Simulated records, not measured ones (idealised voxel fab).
Process module heading - voxel capacitor over wiring
Square cell edge 5 nm, section width 155 nm, ID cut.
Square cells in a grid make up a cross-section in this document, and the grid is given as bands, listed from the top down, each one or more rows of cells. The entry gives the band's vertical extent as a top height and a bottom height in nm, then its horizontal make-up as materials from left to right, each with a width in nm. "air" stands for empty space; a single material marked "everywhere" fills the band edge to edge. Heights from 0 (as-received wafer is one material below). Bottom band endless downward, as "0..down". Note: "30..40" means the width goes from the first number (top row of the band) to the second number (bottom row) in equal steps per row of cells. A step reported as "left unchanged" is a step in which no cell of the cross-section changed. The list in "Fully sealed voids" covers empty spaces of 8 cells or more that cannot reach the top through any open way, and it gives each as width x height at distance; the distance is from the left edge, and width, height and distance are in nm. On each step's line, the part that comes after the settings is the simulator's own comment on the step. overlay nm: step with mask; distance mask lay right of planned place; negative value = left of planned place.

**Steps planned for the process**
1 RECEIVE [material Si]
2 CONFORMAL_DEP [material SiO2] [thk nm 15]
3 DIRECTIONAL_DEP [material TiN] [thk nm 5]
4 DIRECTIONAL_DEP [material W] [thk nm 15]
5 PATTERN [tone cover] [mask id METAL_1] [material resist] [width nm 25] [pitch nm 95] [thk nm 20] [overlay nm 0]
6 DIRECTIONAL_ETCH [etch materials W] [depth nm 15]
7 DIRECTIONAL_ETCH [etch materials TiN] [depth nm 5]
8 STRIP [etch materials resist]
9 FILL_DEP [material lowk] [thk nm 5]
10 CMP [height nm 35]
11 CONFORMAL_DEP [material SiCN] [thk nm 5]
12 DIRECTIONAL_DEP [material SiO2] [thk nm 20]
13 MASKED_ETCH [tone open] [mask id PLUG_1] [width nm 15] [etch materials SiO2] [depth nm 20] [overlay nm 0]
14 MASKED_ETCH [tone open] [mask id PLUG_1] [width nm 15] [etch materials SiCN] [depth nm 5] [overlay nm 0]
15 CONFORMAL_DEP [material TiN] [thk nm 5]
16 FILL_DEP [material Cu] [thk nm 5]
17 CMP [height nm 60]
18 DIRECTIONAL_DEP [material TiN] [thk nm 10]
19 DIRECTIONAL_DEP [material SiN] [thk nm 5]
20 DIRECTIONAL_DEP [material TiN] [thk nm 10]
21 MASKED_ETCH [tone cover] [mask id UPPER_PLATE] [width nm 75] [etch materials TiN] [depth nm 10] [overlay nm 0]
22 MASKED_ETCH [tone cover] [mask id UPPER_PLATE] [width nm 75] [etch materials SiN] [depth nm 5] [overlay nm 0]
23 MASKED_ETCH [tone cover] [mask id LOWER_PLATE] [width nm 85] [etch materials TiN] [depth nm 10] [overlay nm 0]
24 FILL_DEP [material SiO2] [thk nm 15]
25 CMP [height nm 95]
26 PATTERN [tone open] [mask id PLUG_2] [material resist] [width nm 15] [thk nm 20] [overlay nm 0]
27 DIRECTIONAL_ETCH [etch materials SiO2] [depth nm 10]
28 STRIP [etch materials resist]
29 CONFORMAL_DEP [material TiN] [thk nm 5]
30 FILL_DEP [material Ru] [thk nm 5]
31 CMP [height nm 95]
32 CONFORMAL_DEP [material SiCN] [thk nm 5]

**Cross-section: wafer on arrival = after step 1**
- 0..down | Si everywhere
- Fully sealed voids: none

**Cross-section, end of module. Start: as above. Plan: as above. Execution: one mistake**
- 100..95 | SiCN everywhere
- 95..90 | SiO2 (35)  TiN (5)  Ru (5)  TiN (5)  SiO2 (105)
- 90..85 | SiO2 (35)  TiN (15)  SiO2 (105)
- 85..75 | SiO2 (25)  TiN (75)  SiO2 (55)
- 75..70 | SiO2 (25)  SiN (75)  SiO2 (55)
- 70..60 | SiO2 (20)  TiN (85)  SiO2 (50)
- 60..55 | Cu everywhere
- 55..50 | TiN (30)  Cu (5)  TiN (120)
- 50..40 | SiO2 (25)  TiN (5)  Cu (5)  TiN (5)  SiO2 (115)
- 40..35 | SiCN (25)  TiN (15)  SiCN (115)
- 35..20 | lowk (15)  W (25)  lowk (70)  W (25)  lowk (20)
- 20..15 | lowk (15)  TiN (25)  lowk (70)  TiN (25)  lowk (20)
- 15..0 | SiO2 everywhere
- 0..down | Si everywhere
- Fully sealed voids: none
Finding, execution versus plan: step 12, actual vs plan mismatch, actual run DIRECTIONAL_DEP [material SiO2] [thk nm 10]
